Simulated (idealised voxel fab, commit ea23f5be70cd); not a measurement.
A process module follows: voxel transistor to metal.
It is cross-section cut that appears here, measuring 155 nm in width, its square cells being 5 nm in size.
Cross-section layout: square cells on a grid; listed as bands, top to bottom; a band spans one or more cell rows. Read a band's entry like this: the first values are the height of its top and the height of its bottom in nm, and what follows is the sequence of materials from left to right, each with its width in nm. Note that "blank" is empty space, and that a single material marked "everywhere" reaches across the band from edge to edge. Counting heights begins at 0, where everything beneath is, in the wafer as received, one material. The lowest band has no bottom; it goes on downwards, as "top 0, no bottom" shows. Graded width ("30..40"): value in top row of band = first number; value in bottom row = second number; row-to-row change constant. Reading "changes: none" for a step: not a cell of the cross-section changed in it. You'll see "Closed void table" listing empty spaces that have no way open to the top, as long as they're 8 cells or more; the notation is width x height at distance, where the distance is from the left edge, and all of it is in nm. Text after the settings on a step's line: the simulator's own remark on that step. Steps that use a mask can have "overlay nm" on their line. It says how far the mask sat to the right of where it was meant to be. Negative means to the left.
## plan
1 RECEIVE | material Si
2 CONFORMAL_DEP | material SiO2 | thk nm 5
3 CONFORMAL_DEP | material SiN | thk nm 10
4 PATTERN | tone cover | mask id ACTIVE | material resist | width nm 105 | thk nm 15 | overlay nm 0
5 DIRECTIONAL_ETCH | etch materials SiN | depth nm 10
6 DIRECTIONAL_ETCH | etch materials SiO2 | depth nm 5
7 DIRECTIONAL_ETCH | etch materials Si | depth nm 35
8 STRIP | etch materials resist
9 OXIDIZE | depth nm 5
10 FILL_DEP | material SiO2 | thk nm 10
11 CMP | height nm 15
12 SELECTIVE_ETCH | etch materials SiO2 | depth nm 10
13 STRIP | etch materials SiN
14 SELECTIVE_ETCH | etch materials SiO2 | depth nm 5
15 OXIDIZE | depth nm 5
16 DIRECTIONAL_DEP | material polySi | thk nm 20
17 DIRECTIONAL_DEP | material SiCN | thk nm 10
18 MASKED_ETCH | tone cover | mask id GATE | width nm 25 | etch materials SiCN | depth nm 20 | overlay nm -10
19 MASKED_ETCH | tone cover | mask id GATE | width nm 25 | etch materials polySi | depth nm 30 | overlay nm 0
20 CONFORMAL_DEP | material SiN | thk nm 10
21 DIRECTIONAL_ETCH | etch materials SiN | depth nm 10
22 DIRECTIONAL_ETCH | etch materials SiO2 | depth nm 5
23 EPI | material SiGe | thk nm 5
24 FILL_DEP | material SiO2 | thk nm 10
25 CMP | height nm 30
26 DIRECTIONAL_DEP | material SiO2 | thk nm 10
27 MASKED_ETCH | tone open | mask id CONTACT | width nm 25 | pitch nm 60 | etch materials SiO2 | depth nm 40 | overlay nm 0
28 CONFORMAL_DEP | material TiN | thk nm 5
29 FILL_DEP | material Ru | thk nm 5
30 CMP | height nm 40
31 CONFORMAL_DEP | material SiN | thk nm 5
32 DIRECTIONAL_DEP | material SiO2 | thk nm 20
33 PATTERN | tone open | mask id METAL_1 | material resist | width nm 15 | pitch nm 70 | thk nm 20 | overlay nm 0
34 DIRECTIONAL_ETCH | etch materials SiO2 | depth nm 20
35 DIRECTIONAL_ETCH | etch materials SiN | depth nm 5
36 STRIP | etch materials resist
37 CONFORMAL_DEP | material TiN | thk nm 5
38 FILL_DEP | material Cu | thk nm 5
39 CMP | height nm 65
40 EPI | material Ru | thk nm 5
41 FILL_DEP | material SiCN | thk nm 5
42 DIRECTIONAL_DEP | material lowk | thk nm 35
43 DIRECTIONAL_DEP | material aC | thk nm 15
44 PATTERN | tone open | mask id METAL_2 | material resist | width nm 15 | pitch nm 70 | thk nm 30 | overlay nm 0
45 DIRECTIONAL_ETCH | etch materials aC | depth nm 15
46 STRIP | etch materials resist
47 DIRECTIONAL_ETCH | etch materials lowk | depth nm 20
48 STRIP | etch materials aC
49 PATTERN | tone open | mask id METAL_2_HOLES | material resist | width nm 15 | pitch nm 70 | thk nm 15 | overlay nm 0
50 DIRECTIONAL_ETCH | etch materials lowk | depth nm 15
51 DIRECTIONAL_ETCH | etch materials SiCN | depth nm 5
52 STRIP | etch materials resist
53 CONFORMAL_DEP | material TiN | thk nm 5
54 FILL_DEP | material Ru | thk nm 5
55 CMP | height nm 110
56 CONFORMAL_DEP | material SiCN | thk nm 5
It is noted that the wafers described herein are identical at the outset and are distinguished by the overlay nm of step 18; the value stated in the plan corresponds to the first wafer.
## First of several wafers (as received, post step 1), cross-sectional view
> top 0, no bottom  Si everywhere
> Closed void table: none
## End of the module, past its last step, step 56: how the first of several wafers looks in cross-section
> top 115, bottom 110  SiCN everywhere
> top 110, bottom 75  35 nm lowk | 5 nm TiN | 5 nm Ru | 5 nm TiN | 55 nm lowk | 5 nm TiN | 5 nm Ru | 5 nm TiN | 35 nm lowk
> top 75, bottom 70  35 nm SiCN | 15 nm TiN | 55 nm SiCN | 15 nm TiN | 35 nm SiCN
> top 70, bottom 65  30 nm SiCN | 25 nm Ru | 45 nm SiCN | 25 nm Ru | 30 nm SiCN
> top 65, bottom 45  35 nm SiO2 | 5 nm TiN | 5 nm Cu | 5 nm TiN | 55 nm SiO2 | 5 nm TiN | 5 nm Cu | 5 nm TiN | 35 nm SiO2
> top 45, bottom 40  35 nm SiN | 15 nm TiN | 55 nm SiN | 15 nm TiN | 35 nm SiN
> top 40, bottom 35  35 nm SiO2 | 5 nm TiN | 15 nm Ru | 5 nm TiN | 35 nm SiO2 | 5 nm TiN | 15 nm Ru | 5 nm TiN | 35 nm SiO2
> top 35, bottom 30  35 nm SiO2 | 25 nm TiN | 35 nm SiO2 | 5 nm TiN | 15 nm Ru | 5 nm TiN | 35 nm SiO2
> top 30, bottom 20  35 nm SiO2 | 10 nm TiN | 10 nm SiN | 25 nm SiCN | 10 nm SiN | 5 nm SiO2 | 5..10 nm TiN | 15..10 nm Ru | 5 nm TiN | 35 nm SiO2
> top 20, bottom 5  35 nm SiO2 | 10 nm TiN | 10 nm SiN | 35 nm polySi | 10 nm SiN | 5 nm TiN | 10 nm Ru | 5 nm TiN | 35 nm SiO2
> top 5, bottom 0  35 nm SiO2 | 10 nm TiN | 10 nm SiN | 35 nm polySi | 10 nm SiN | 20 nm TiN | 35 nm SiO2
> top 0, bottom -5  25 nm SiO2 | 20 nm SiGe | 55 nm SiO2 | 30 nm SiGe | 25 nm SiO2
> top -5, bottom -40  30 nm SiO2 | 95 nm Si | 30 nm SiO2
> top -40, no bottom  Si everywhere
> Closed void table: none
## Of the several wafers, the last: cross-section at the end of the module
> top 115, bottom 110  SiCN everywhere
> top 110, bottom 75  35 nm lowk | 5 nm TiN | 5 nm Ru | 5 nm TiN | 55 nm lowk | 5 nm TiN | 5 nm Ru | 5 nm TiN | 35 nm lowk
> top 75, bottom 70  35 nm SiCN | 15 nm TiN | 55 nm SiCN | 15 nm TiN | 35 nm SiCN
> top 70, bottom 65  30 nm SiCN | 25 nm Ru | 45 nm SiCN | 25 nm Ru | 30 nm SiCN
> top 65, bottom 45  35 nm SiO2 | 5 nm TiN | 5 nm Cu | 5 nm TiN | 55 nm SiO2 | 5 nm TiN | 5 nm Cu | 5 nm TiN | 35 nm SiO2
> top 45, bottom 40  35 nm SiN | 15 nm TiN | 55 nm SiN | 15 nm TiN | 35 nm SiN
> top 40, bottom 35  35 nm SiO2 | 5 nm TiN | 15 nm Ru | 5 nm TiN | 35 nm SiO2 | 5 nm TiN | 15 nm Ru | 5 nm TiN | 35 nm SiO2
> top 35, bottom 30  35 nm SiO2 | 5 nm TiN | 15 nm Ru | 5 nm TiN | 35 nm SiO2 | 25 nm TiN | 35 nm SiO2
> top 30, bottom 20  35 nm SiO2 | 5 nm TiN | 15..10 nm Ru | 5..10 nm TiN | 5 nm SiO2 | 10 nm SiN | 25 nm SiCN | 10 nm SiN | 10 nm TiN | 35 nm SiO2
> top 20, bottom 5  35 nm SiO2 | 5 nm TiN | 10 nm Ru | 5 nm TiN | 10 nm SiN | 35 nm polySi | 10 nm SiN | 10 nm TiN | 35 nm SiO2
> top 5, bottom 0  35 nm SiO2 | 20 nm TiN | 10 nm SiN | 35 nm polySi | 10 nm SiN | 10 nm TiN | 35 nm SiO2
> top 0, bottom -5  25 nm SiO2 | 30 nm SiGe | 55 nm SiO2 | 20 nm SiGe | 25 nm SiO2
> top -5, bottom -40  30 nm SiO2 | 95 nm Si | 30 nm SiO2
> top -40, no bottom  Si everywhere
> Closed void table: none
## Below: a row per wafer. Contents at end of module: for every material, cells gained since receipt (+) or lost since receipt (-); then closed voids
overlay nm -10 | +8 Cu | +44 Ru | -115 Si | +87 SiCN | +10 SiGe | +49 SiN | +333 SiO2 | +94 TiN | +175 lowk | +28 polySi | Closed void table: none
overlay nm -5 | +8 Cu | +50 Ru | -115 Si | +87 SiCN | +11 SiGe | +49 SiN | +330 SiO2 | +94 TiN | +175 lowk | +24 polySi | Closed void table: none
overlay nm 0 | +8 Cu | +54 Ru | -115 Si | +87 SiCN | +12 SiGe | +49 SiN | +329 SiO2 | +94 TiN | +175 lowk | +20 polySi | Closed void table: none
overlay nm 5 | +8 Cu | +50 Ru | -115 Si | +87 SiCN | +11 SiGe | +49 SiN | +330 SiO2 | +94 TiN | +175 lowk | +24 polySi | Closed void table: none
overlay nm 10 | +8 Cu | +44 Ru | -115 Si | +87 SiCN | +10 SiGe | +49 SiN | +333 SiO2 | +94 TiN | +175 lowk | +28 polySi | Closed void table: none
